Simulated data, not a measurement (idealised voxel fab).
process module | voxel released beams
cross-section cut | 145 nm wide | cells 5 nm
A cross-section is a grid of square cells, given in bands from the top down. A band is one or more rows of cells.
Each band's line starts with the height of the band's top and of its bottom, in nm. Then come its materials from left to right, each with its width in nm. One material with "throughout" fills the band from edge to edge. "air" is empty space.
Height 0 is the level under which the wafer as received is all one material. The lowest band goes on downwards, as in "0 down".
A width such as "30 to 40" changes by the same amount from each row of cells to the next, from the band's top row to its bottom row.
"no change" after a step means that no cell of the cross-section changed.
closed voids: empty space of 8 cells or more with no open way to the top, each as width x height at its distance from the left edge, in nm
after a step's settings: what the simulator itself notes on the step
overlay nm, on a step with a mask: how far to the right of its planned place the mask lay; to the left if negative
plan
1 op RECEIVE | material Si
2 op CONFORMAL_DEP | material SiN | thk nm 10
3 op DIRECTIONAL_DEP | material SiO2 | thk nm 10
4 op DIRECTIONAL_DEP | material aC | thk nm 10
5 op PATTERN | tone open | mask id ANCHOR | material resist | width nm 30 | thk nm 30 | overlay nm 0
6 op DIRECTIONAL_ETCH | etch materials aC | depth nm 10
7 op STRIP | etch materials resist
8 op DIRECTIONAL_ETCH | etch materials SiO2 | depth nm 10
9 op STRIP | etch materials aC
10 op CONFORMAL_DEP | material TiN | thk nm 10
11 op DIRECTIONAL_DEP | material aC | thk nm 15
12 op PATTERN | tone cover | mask id BEAM | material resist | width nm 90 | thk nm 35 | overlay nm 0
13 op DIRECTIONAL_ETCH | etch materials aC | depth nm 15
14 op STRIP | etch materials resist
15 op DIRECTIONAL_ETCH | etch materials TiN | depth nm 10
16 op STRIP | etch materials aC
17 op STRIP | etch materials SiO2
as received, after step 1
  0 down: Si throughout
  closed voids: none
a wafer at the end: this start, this plan, one mistake
  30 to 20: air 25 | TiN 90 | air 30
  20 to 10: SiN throughout
  10 to 0: SiO2 throughout
  0 down: Si throughout
  closed voids: none
what went wrong: steps 2 and 3 were swapped
